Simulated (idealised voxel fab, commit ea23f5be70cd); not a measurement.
process module | voxel spacer lines
cross-section cut | 290 nm wide | cells 5 nm
A cross-section is a grid of square cells, given in bands from the top down. A band is one or more rows of cells.
Each band's line starts with the height of the band's top and of its bottom, in nm. Then come its materials from left to right, each with its width in nm. One material with "throughout" fills the band from edge to edge. "air" is empty space.
Height 0 is the level under which the wafer as received is all one material. The lowest band goes on downwards, as in "0 down".
A width such as "30 to 40" changes by the same amount from each row of cells to the next, from the band's top row to its bottom row.
"no change" after a step means that no cell of the cross-section changed.
closed voids: empty space of 8 cells or more with no open way to the top, each as width x height at its distance from the left edge, in nm
after a step's settings: what the simulator itself notes on the step
overlay nm, on a step with a mask: how far to the right of its planned place the mask lay; to the left if negative
Each pair below shows a cross-section before one step and the cross-section after it, down to the lowest band that changed. The line under each pair gives the step between them, with its settings. The pairs can come from different runs of this module on the same starting wafer, so a pair continues from the pair above only where its "before" says so.
before
  0 down: Si throughout
  closed voids: none
after
  10 to 0: Al2O3 throughout
  below 0: unchanged
  closed voids: none
the step between: op CONFORMAL_DEP | material Al2O3 | thk nm 10
before: the cross-section after the pair above
after
  20 to 10: W throughout
  below 10: unchanged
  closed voids: none
the step between: op DIRECTIONAL_DEP | material W | thk nm 10
before: the cross-section after the pair above
after
  50 to 20: polySi throughout
  below 20: unchanged
  closed voids: none
the step between: op DIRECTIONAL_DEP | material polySi | thk nm 30
before: the cross-section after the pair above
after
  90 to 50: air 105 | resist 20 | air 40 | resist 20 | air 105
  below 50: unchanged
  closed voids: none
the step between: op PATTERN | tone cover | mask id MANDREL | material resist | width nm 20 | pitch nm 60 | thk nm 40 | overlay nm 0
before: the cross-section after the pair above
after
  90 to 50: air 105 | resist 20 | air 40 | resist 20 | air 105
  50 to 20: air 105 | polySi 20 | air 40 | polySi 20 | air 105
  below 20: unchanged
  closed voids: none
the step between: op DIRECTIONAL_ETCH | etch materials polySi | depth nm 30
before: the cross-section after the pair above
after
  50 to 20: air 105 | polySi 20 | air 40 | polySi 20 | air 105
  below 20: unchanged
  closed voids: none
the step between: op STRIP | etch materials resist
before: the cross-section after the pair above
after
  60 to 50: air 95 | SiN 40 | air 20 | SiN 40 | air 95
  50 to 30: air 95 | SiN 10 | polySi 20 | SiN 10 | air 20 | SiN 10 | polySi 20 | SiN 10 | air 95
  30 to 20: SiN 105 | polySi 20 | SiN 40 | polySi 20 | SiN 105
  below 20: unchanged
  closed voids: none
the step between: op CONFORMAL_DEP | material SiN | thk nm 10
before: the cross-section after the pair above
after
  50 to 20: air 95 | SiN 10 | polySi 20 | SiN 10 | air 20 | SiN 10 | polySi 20 | SiN 10 | air 95
  below 20: unchanged
  closed voids: none
the step between: op DIRECTIONAL_ETCH | etch materials SiN | depth nm 10
before: the cross-section after the pair above
after
  50 to 20: air 95 | SiN 10 | air 20 | SiN 10 | air 20 | SiN 10 | air 20 | SiN 10 | air 95
  below 20: unchanged
  closed voids: none
the step between: op STRIP | etch materials polySi
before: the cross-section after the pair above
after
  50 to 20: air 95 | SiN 10 | air 20 | SiN 10 | air 20 | SiN 10 | air 20 | SiN 10 | air 95
  20 to 10: air 95 | W 10 | air 20 | W 10 | air 20 | W 10 | air 20 | W 10 | air 95
  below 10: unchanged
  closed voids: none
the step between: op DIRECTIONAL_ETCH | etch materials W | depth nm 10
before: the cross-section after the pair above
after
  20 to 10: air 95 | W 10 | air 20 | W 10 | air 20 | W 10 | air 20 | W 10 | air 95
  below 10: unchanged
  closed voids: none
the step between: op STRIP | etch materials SiN
before
  0 down: Si throughout
  closed voids: none
after
  10 to 0: W throughout
  below 0: unchanged
  closed voids: none
the step between: op DIRECTIONAL_DEP | material W | thk nm 10
before: the cross-section after the pair above
after
  40 to 10: polySi throughout
  below 10: unchanged
  closed voids: none
the step between: op DIRECTIONAL_DEP | material polySi | thk nm 30
before: the cross-section after the pair above
after
  80 to 40: air 105 | resist 20 | air 40 | resist 20 | air 105
  below 40: unchanged
  closed voids: none
the step between: op PATTERN | tone cover | mask id MANDREL | material resist | width nm 20 | pitch nm 60 | thk nm 40 | overlay nm 0
before: the cross-section after the pair above
after
  80 to 40: air 105 | resist 20 | air 40 | resist 20 | air 105
  40 to 10: air 105 | polySi 20 | air 40 | polySi 20 | air 105
  below 10: unchanged
  closed voids: none
the step between: op DIRECTIONAL_ETCH | etch materials polySi | depth nm 30
before: the cross-section after the pair above
after
  40 to 10: air 105 | polySi 20 | air 40 | polySi 20 | air 105
  below 10: unchanged
  closed voids: none
the step between: op STRIP | etch materials resist
before: the cross-section after the pair above
after
  50 to 40: air 95 | SiN 40 | air 20 | SiN 40 | air 95
  40 to 20: air 95 | SiN 10 | polySi 20 | SiN 10 | air 20 | SiN 10 | polySi 20 | SiN 10 | air 95
  20 to 10: SiN 105 | polySi 20 | SiN 40 | polySi 20 | SiN 105
  below 10: unchanged
  closed voids: none
the step between: op CONFORMAL_DEP | material SiN | thk nm 10
before: the cross-section after the pair above
after
  40 to 10: air 95 | SiN 10 | polySi 20 | SiN 10 | air 20 | SiN 10 | polySi 20 | SiN 10 | air 95
  below 10: unchanged
  closed voids: none
the step between: op DIRECTIONAL_ETCH | etch materials SiN | depth nm 10
before: the cross-section after the pair above
after
  40 to 10: air 95 | SiN 10 | air 20 | SiN 10 | air 20 | SiN 10 | air 20 | SiN 10 | air 95
  below 10: unchanged
  closed voids: none
the step between: op STRIP | etch materials polySi
before: the cross-section after the pair above
after
  40 to 10: air 95 | SiN 10 | air 20 | SiN 10 | air 20 | SiN 10 | air 20 | SiN 10 | air 95
  10 to 0: air 95 | W 10 | air 20 | W 10 | air 20 | W 10 | air 20 | W 10 | air 95
  below 0: unchanged
  closed voids: none
the step between: op DIRECTIONAL_ETCH | etch materials W | depth nm 10
before: the cross-section after the pair above
after
  10 to 0: air 95 | W 10 | air 20 | W 10 | air 20 | W 10 | air 20 | W 10 | air 95
  below 0: unchanged
  closed voids: none
the step between: op STRIP | etch materials SiN
before
  50 to 20: air 95 | SiN 10 | polySi 20 | SiN 10 | air 20 | SiN 10 | polySi 20 | SiN 10 | air 95
  20 to 10: W throughout
  10 to 0: Al2O3 throughout
  0 down: Si throughout
  closed voids: none
after
  50 to 20: air 95 | SiN 10 | polySi 20 | SiN 10 | air 20 | SiN 10 | polySi 20 | SiN 10 | air 95
  20 to 10: air 95 | W 40 | air 20 | W 40 | air 95
  below 10: unchanged
  closed voids: none
the step between: op DIRECTIONAL_ETCH | etch materials W | depth nm 10
before: the cross-section after the pair above
after
  50 to 20: air 95 | SiN 10 | air 20 | SiN 10 | air 20 | SiN 10 | air 20 | SiN 10 | air 95
  below 20: unchanged
  closed voids: none
the step between: op STRIP | etch materials polySi
before: the cross-section after the pair above
after
  20 to 10: air 95 | W 40 | air 20 | W 40 | air 95
  below 10: unchanged
  closed voids: none
the step between: op STRIP | etch materials SiN
before
  0 down: Si throughout
  closed voids: none
after
  15 to 0: Al2O3 throughout
  below 0: unchanged
  closed voids: none
the step between: op CONFORMAL_DEP | material Al2O3 | thk nm 15
before: the cross-section after the pair above
after
  25 to 15: W throughout
  below 15: unchanged
  closed voids: none
the step between: op DIRECTIONAL_DEP | material W | thk nm 10
before: the cross-section after the pair above
after
  55 to 25: polySi throughout
  below 25: unchanged
  closed voids: none
the step between: op DIRECTIONAL_DEP | material polySi | thk nm 30
before: the cross-section after the pair above
after
  95 to 55: air 105 | resist 20 | air 40 | resist 20 | air 105
  below 55: unchanged
  closed voids: none
the step between: op PATTERN | tone cover | mask id MANDREL | material resist | width nm 20 | pitch nm 60 | thk nm 40 | overlay nm 0
before: the cross-section after the pair above
after
  95 to 55: air 105 | resist 20 | air 40 | resist 20 | air 105
  55 to 25: air 105 | polySi 20 | air 40 | polySi 20 | air 105
  below 25: unchanged
  closed voids: none
the step between: op DIRECTIONAL_ETCH | etch materials polySi | depth nm 30
before: the cross-section after the pair above
after
  55 to 25: air 105 | polySi 20 | air 40 | polySi 20 | air 105
  below 25: unchanged
  closed voids: none
the step between: op STRIP | etch materials resist
before: the cross-section after the pair above
after
  65 to 55: air 95 | SiN 40 | air 20 | SiN 40 | air 95
  55 to 35: air 95 | SiN 10 | polySi 20 | SiN 10 | air 20 | SiN 10 | polySi 20 | SiN 10 | air 95
  35 to 25: SiN 105 | polySi 20 | SiN 40 | polySi 20 | SiN 105
  below 25: unchanged
  closed voids: none
the step between: op CONFORMAL_DEP | material SiN | thk nm 10
before: the cross-section after the pair above
after
  55 to 25: air 95 | SiN 10 | polySi 20 | SiN 10 | air 20 | SiN 10 | polySi 20 | SiN 10 | air 95
  below 25: unchanged
  closed voids: none
the step between: op DIRECTIONAL_ETCH | etch materials SiN | depth nm 10
before: the cross-section after the pair above
after
  55 to 25: air 95 | SiN 10 | air 20 | SiN 10 | air 20 | SiN 10 | air 20 | SiN 10 | air 95
  below 25: unchanged
  closed voids: none
the step between: op STRIP | etch materials polySi
before: the cross-section after the pair above
after
  55 to 25: air 95 | SiN 10 | air 20 | SiN 10 | air 20 | SiN 10 | air 20 | SiN 10 | air 95
  25 to 15: air 95 | W 10 | air 20 | W 10 | air 20 | W 10 | air 20 | W 10 | air 95
  below 15: unchanged
  closed voids: none
the step between: op DIRECTIONAL_ETCH | etch materials W | depth nm 10
before: the cross-section after the pair above
after
  25 to 15: air 95 | W 10 | air 20 | W 10 | air 20 | W 10 | air 20 | W 10 | air 95
  below 15: unchanged
  closed voids: none
the step between: op STRIP | etch materials SiN
before
  50 to 20: polySi throughout
  20 to 10: W throughout
  10 to 0: Al2O3 throughout
  0 down: Si throughout
  closed voids: none
after
  90 to 50: air 100 | resist 30 | air 30 | resist 30 | air 100
  below 50: unchanged
  closed voids: none
the step between: op PATTERN | tone cover | mask id MANDREL | material resist | width nm 30 | pitch nm 60 | thk nm 40 | overlay nm 0
before: the cross-section after the pair above
after
  90 to 50: air 100 | resist 30 | air 30 | resist 30 | air 100
  50 to 20: air 100 | polySi 30 | air 30 | polySi 30 | air 100
  below 20: unchanged
  closed voids: none
the step between: op DIRECTIONAL_ETCH | etch materials polySi | depth nm 30
before: the cross-section after the pair above
after
  50 to 20: air 100 | polySi 30 | air 30 | polySi 30 | air 100
  below 20: unchanged
  closed voids: none
the step between: op STRIP | etch materials resist
before: the cross-section after the pair above
after
  60 to 50: air 90 | SiN 50 | air 10 | SiN 50 | air 90
  50 to 30: air 90 | SiN 10 | polySi 30 | SiN 10 | air 10 | SiN 10 | polySi 30 | SiN 10 | air 90
  30 to 20: SiN 100 | polySi 30 | SiN 30 | polySi 30 | SiN 100
  below 20: unchanged
  closed voids: none
the step between: op CONFORMAL_DEP | material SiN | thk nm 10
before: the cross-section after the pair above
after
  50 to 20: air 90 | SiN 10 | polySi 30 | SiN 10 | air 10 | SiN 10 | polySi 30 | SiN 10 | air 90
  below 20: unchanged
  closed voids: none
the step between: op DIRECTIONAL_ETCH | etch materials SiN | depth nm 10
before: the cross-section after the pair above
after
  50 to 20: air 90 | SiN 10 | air 30 | SiN 10 | air 10 | SiN 10 | air 30 | SiN 10 | air 90
  below 20: unchanged
  closed voids: none
the step between: op STRIP | etch materials polySi
before: the cross-section after the pair above
after
  50 to 20: air 90 | SiN 10 | air 30 | SiN 10 | air 10 | SiN 10 | air 30 | SiN 10 | air 90
  20 to 10: air 90 | W 10 | air 30 | W 10 | air 10 | W 10 | air 30 | W 10 | air 90
  below 10: unchanged
  closed voids: none
the step between: op DIRECTIONAL_ETCH | etch materials W | depth nm 10
before: the cross-section after the pair above
after
  20 to 10: air 90 | W 10 | air 30 | W 10 | air 10 | W 10 | air 30 | W 10 | air 90
  below 10: unchanged
  closed voids: none
the step between: op STRIP | etch materials SiN
before
  50 to 20: polySi throughout
  20 to 10: W throughout
  10 to 0: Al2O3 throughout
  0 down: Si throughout
  closed voids: none
after
  90 to 50: air 110 | resist 20 | air 40 | resist 20 | air 100
  below 50: unchanged
  closed voids: none
the step between: op PATTERN | tone cover | mask id MANDREL | material resist | width nm 20 | pitch nm 60 | thk nm 40 | overlay nm 5
before: the cross-section after the pair above
after
  90 to 50: air 110 | resist 20 | air 40 | resist 20 | air 100
  50 to 20: air 110 | polySi 20 | air 40 | polySi 20 | air 100
  below 20: unchanged
  closed voids: none
the step between: op DIRECTIONAL_ETCH | etch materials polySi | depth nm 30
before: the cross-section after the pair above
after
  50 to 20: air 110 | polySi 20 | air 40 | polySi 20 | air 100
  below 20: unchanged
  closed voids: none
the step between: op STRIP | etch materials resist
before: the cross-section after the pair above
after
  60 to 50: air 100 | SiN 40 | air 20 | SiN 40 | air 90
  50 to 30: air 100 | SiN 10 | polySi 20 | SiN 10 | air 20 | SiN 10 | polySi 20 | SiN 10 | air 90
  30 to 20: SiN 110 | polySi 20 | SiN 40 | polySi 20 | SiN 100
  below 20: unchanged
  closed voids: none
the step between: op CONFORMAL_DEP | material SiN | thk nm 10
before: the cross-section after the pair above
after
  50 to 20: air 100 | SiN 10 | polySi 20 | SiN 10 | air 20 | SiN 10 | polySi 20 | SiN 10 | air 90
  below 20: unchanged
  closed voids: none
the step between: op DIRECTIONAL_ETCH | etch materials SiN | depth nm 10
before: the cross-section after the pair above
after
  50 to 20: air 100 | SiN 10 | air 20 | SiN 10 | air 20 | SiN 10 | air 20 | SiN 10 | air 90
  below 20: unchanged
  closed voids: none
the step between: op STRIP | etch materials polySi
before: the cross-section after the pair above
after
  50 to 20: air 100 | SiN 10 | air 20 | SiN 10 | air 20 | SiN 10 | air 20 | SiN 10 | air 90
  20 to 10: air 100 | W 10 | air 20 | W 10 | air 20 | W 10 | air 20 | W 10 | air 90
  below 10: unchanged
  closed voids: none
the step between: op DIRECTIONAL_ETCH | etch materials W | depth nm 10
before: the cross-section after the pair above
after
  20 to 10: air 100 | W 10 | air 20 | W 10 | air 20 | W 10 | air 20 | W 10 | air 90
  below 10: unchanged
  closed voids: none
the step between: op STRIP | etch materials SiN
before
  50 to 20: air 105 | polySi 20 | air 40 | polySi 20 | air 105
  20 to 10: W throughout
  10 to 0: Al2O3 throughout
  0 down: Si throughout
  closed voids: none
after
  60 to 50: air 95 | Al2O3 40 | air 20 | Al2O3 40 | air 95
  50 to 30: air 95 | Al2O3 10 | polySi 20 | Al2O3 10 | air 20 | Al2O3 10 | polySi 20 | Al2O3 10 | air 95
  30 to 20: Al2O3 105 | polySi 20 | Al2O3 40 | polySi 20 | Al2O3 105
  below 20: unchanged
  closed voids: none
the step between: op CONFORMAL_DEP | material Al2O3 | thk nm 10
before
  50 to 20: polySi throughout
  20 to 10: W throughout
  10 to 0: Al2O3 throughout
  0 down: Si throughout
  closed voids: none
after
  90 to 50: resist 105 | air 20 | resist 40 | air 20 | resist 105
  below 50: unchanged
  closed voids: none
the step between: op PATTERN | tone open | mask id MANDREL | material resist | width nm 20 | pitch nm 60 | thk nm 40 | overlay nm 0
before: the cross-section after the pair above
after
  90 to 50: resist 105 | air 20 | resist 40 | air 20 | resist 105
  50 to 20: polySi 105 | air 20 | polySi 40 | air 20 | polySi 105
  below 20: unchanged
  closed voids: none
the step between: op DIRECTIONAL_ETCH | etch materials polySi | depth nm 30
before: the cross-section after the pair above
after
  50 to 20: polySi 105 | air 20 | polySi 40 | air 20 | polySi 105
  below 20: unchanged
  closed voids: none
the step between: op STRIP | etch materials resist
before: the cross-section after the pair above
after
  60 to 50: SiN throughout
  50 to 20: polySi 105 | SiN 20 | polySi 40 | SiN 20 | polySi 105
  below 20: unchanged
  closed voids: none
the step between: op CONFORMAL_DEP | material SiN | thk nm 10
before: the cross-section after the pair above
after
  50 to 20: polySi 105 | SiN 20 | polySi 40 | SiN 20 | polySi 105
  below 20: unchanged
  closed voids: none
the step between: op DIRECTIONAL_ETCH | etch materials SiN | depth nm 10
before: the cross-section after the pair above
after
  50 to 20: air 105 | SiN 20 | air 40 | SiN 20 | air 105
  below 20: unchanged
  closed voids: none
the step between: op STRIP | etch materials polySi
before: the cross-section after the pair above
after
  50 to 20: air 105 | SiN 20 | air 40 | SiN 20 | air 105
  20 to 10: air 105 | W 20 | air 40 | W 20 | air 105
  below 10: unchanged
  closed voids: none
the step between: op DIRECTIONAL_ETCH | etch materials W | depth nm 10
before: the cross-section after the pair above
after
  20 to 10: air 105 | W 20 | air 40 | W 20 | air 105
  below 10: unchanged
  closed voids: none
the step between: op STRIP | etch materials SiN
